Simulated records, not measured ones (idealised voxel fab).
The process module presented herein is designated voxel spacer lines.
Displayed cross-section: cut, width of 210 nm, square cells sized 5 nm.
Just so we're on the same page, the cross-sections are grids of square cells, and they're listed out in bands top to bottom, each band one or more rows deep.
In this notation a band is specified by the heights of its top and bottom, in that order and in nm, after which its materials appear from left to right, each paired with its width in nm. The word "all across" attached to a single material means that material fills the band from edge to edge; the word "empty" stands for empty space.
The reference from which all heights are counted is 0, the level beneath which the as-received wafer is entirely one material; the lowest band, having no lower bound, proceeds downward and is written after the example "from 0 down".
The notation "30..40" denotes a width that varies across the rows of cells in the band, beginning at the first number in the top row, finishing at the second number in the bottom row, and changing by an identical amount from each row to the next.
Step marked "remained the same"? Then no cell in the cross-section changed in it.
"Closed void table" specifies each empty space that is not open to the top and that occupies no fewer than 8 cells, using the form width x height at distance, the distance measured from the left edge and all three quantities in nm.
Heads up: the bit after the settings on a step's line is the simulator's remark on that step.
overlay nm: mask right of planned place by this much (step with mask). Neg. = left.
[Planned process steps]
1. RECEIVE (material Si)
2. CONFORMAL_DEP (material Al2O3; thk nm 5)
3. DIRECTIONAL_DEP (material polySi; thk nm 20)
4. DIRECTIONAL_DEP (material aC; thk nm 30)
5. PATTERN (tone cover; mask id MANDREL; material resist; width nm 25; pitch nm 70; thk nm 40; overlay nm 0)
6. DIRECTIONAL_ETCH (etch materials aC; depth nm 30)
7. STRIP (etch materials resist)
8. CONFORMAL_DEP (material SiN; thk nm 10)
9. DIRECTIONAL_ETCH (etch materials SiN; depth nm 10)
10. STRIP (etch materials aC)
11. DIRECTIONAL_ETCH (etch materials polySi; depth nm 20)
12. STRIP (etch materials SiN)
13. FILL_DEP (material SiO2; thk nm 5)
14. CMP (height nm 25)
[Incoming wafer, cross-sectional view, post step 1]
  from 0 down | Si all across
  Closed void table: none
[What the wafer looks like in cross-section after this module, when it starts as shown above and follows the plan above but one mistake is made in running it]
  from 25 to 5 | 55 of SiO2, 10 of polySi, 25 of SiO2, 10 of polySi, 25 of SiO2, 10 of polySi, 25 of SiO2, 10 of polySi, 40 of SiO2
  from 5 to 0 | Al2O3 all across
  from 0 down | Si all across
  Closed void table: none
Heads up, the wafer didn't run the way we planned it: it should be noted that step 5 was executed with settings other than those planned, the operation and settings actually applied being PATTERN (tone cover; mask id MANDREL; material resist; width nm 25; pitch nm 70; thk nm 40; overlay nm 10)
